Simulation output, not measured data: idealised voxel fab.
process module | voxel gate over fins
cross-section cut | 265 nm wide | cells 5 nm
A cross-section is a grid of square cells, given in bands from the top down. A band is one or more rows of cells.
Each band's line starts with the height of the band's top and of its bottom, in nm. Then come its materials from left to right, each with its width in nm. One material with "throughout" fills the band from edge to edge. "air" is empty space.
Height 0 is the level under which the wafer as received is all one material. The lowest band goes on downwards, as in "0 down".
A width such as "30 to 40" changes by the same amount from each row of cells to the next, from the band's top row to its bottom row.
"no change" after a step means that no cell of the cross-section changed.
closed voids: empty space of 8 cells or more with no open way to the top, each as width x height at its distance from the left edge, in nm
after a step's settings: what the simulator itself notes on the step
overlay nm, on a step with a mask: how far to the right of its planned place the mask lay; to the left if negative
plan
1 op RECEIVE | material Si
2 op CONFORMAL_DEP | material SiN | thk nm 5
3 op MASKED_ETCH | tone cover | mask id FINS | width nm 15 | pitch nm 35 | etch materials SiN | depth nm 5 | overlay nm -15
4 op MASKED_ETCH | tone cover | mask id FINS | width nm 15 | pitch nm 35 | etch materials Si | depth nm 30 | overlay nm 0
5 op FILL_DEP | material SiO2 | thk nm 10
6 op CMP | height nm 5
7 op SELECTIVE_ETCH | etch materials SiO2 | depth nm 15
8 op STRIP | etch materials SiN
9 op CONFORMAL_DEP | material HfO2 | thk nm 5
10 op CONFORMAL_DEP | material TiN | thk nm 5
11 op FILL_DEP | material W | thk nm 15
12 op CMP | height nm 20
13 op CONFORMAL_DEP | material SiCN | thk nm 5
varied across the wafers: overlay nm of step 3. The plan shows the first wafer's value. All wafers start alike
first wafer as received, after step 1
  0 down: Si throughout
  closed voids: none
first wafer at the end, after step 13
  25 to 20: SiCN throughout
  20 to 10: W throughout
  10 to 5: W 65 | TiN 120 | W 80
  5 to 0: W 65 | TiN 5 | HfO2 110 | TiN 5 | W 80
  0 to -5: TiN 70 | HfO2 5 | Si 30 | HfO2 5 | Si 30 | HfO2 5 | Si 30 | HfO2 5 | TiN 85
  -5 to -10: HfO2 75 | Si 30 | HfO2 5 | Si 30 | HfO2 5 | Si 30 | HfO2 90
  -10 to -30: SiO2 75 | Si 30 | SiO2 5 | Si 30 | SiO2 5 | Si 30 | SiO2 90
  -30 down: Si throughout
  closed voids: none
last wafer at the end
  25 to 20: SiCN throughout
  20 to 10: W throughout
  10 to 5: W 80 | TiN 120 | W 65
  5 to 0: W 80 | TiN 5 | HfO2 110 | TiN 5 | W 65
  0 to -5: TiN 85 | HfO2 5 | Si 30 | HfO2 5 | Si 30 | HfO2 5 | Si 30 | HfO2 5 | TiN 70
  -5 to -10: HfO2 90 | Si 30 | HfO2 5 | Si 30 | HfO2 5 | Si 30 | HfO2 75
  -10 to -30: SiO2 90 | Si 30 | SiO2 5 | Si 30 | SiO2 5 | Si 30 | SiO2 75
  -30 down: Si throughout
  closed voids: none
each wafer at the end: cells of each material gained (+) or lost (-) since it was received, then its closed voids
overlay nm -15 | +61 HfO2 | -210 Si | +53 SiCN | +140 SiO2 | +57 TiN | +164 W | closed voids: none
overlay nm -10 | +65 HfO2 | -228 Si | +53 SiCN | +152 SiO2 | +57 TiN | +166 W | closed voids: none
overlay nm -5 | +65 HfO2 | -246 Si | +53 SiCN | +164 SiO2 | +61 TiN | +168 W | closed voids: none
overlay nm 0 | +65 HfO2 | -264 Si | +53 SiCN | +176 SiO2 | +65 TiN | +170 W | closed voids: none
overlay nm 5 | +65 HfO2 | -246 Si | +53 SiCN | +164 SiO2 | +61 TiN | +168 W | closed voids: none
overlay nm 10 | +65 HfO2 | -228 Si | +53 SiCN | +152 SiO2 | +57 TiN | +166 W | closed voids: none
overlay nm 15 | +61 HfO2 | -210 Si | +53 SiCN | +140 SiO2 | +57 TiN | +164 W | closed voids: none
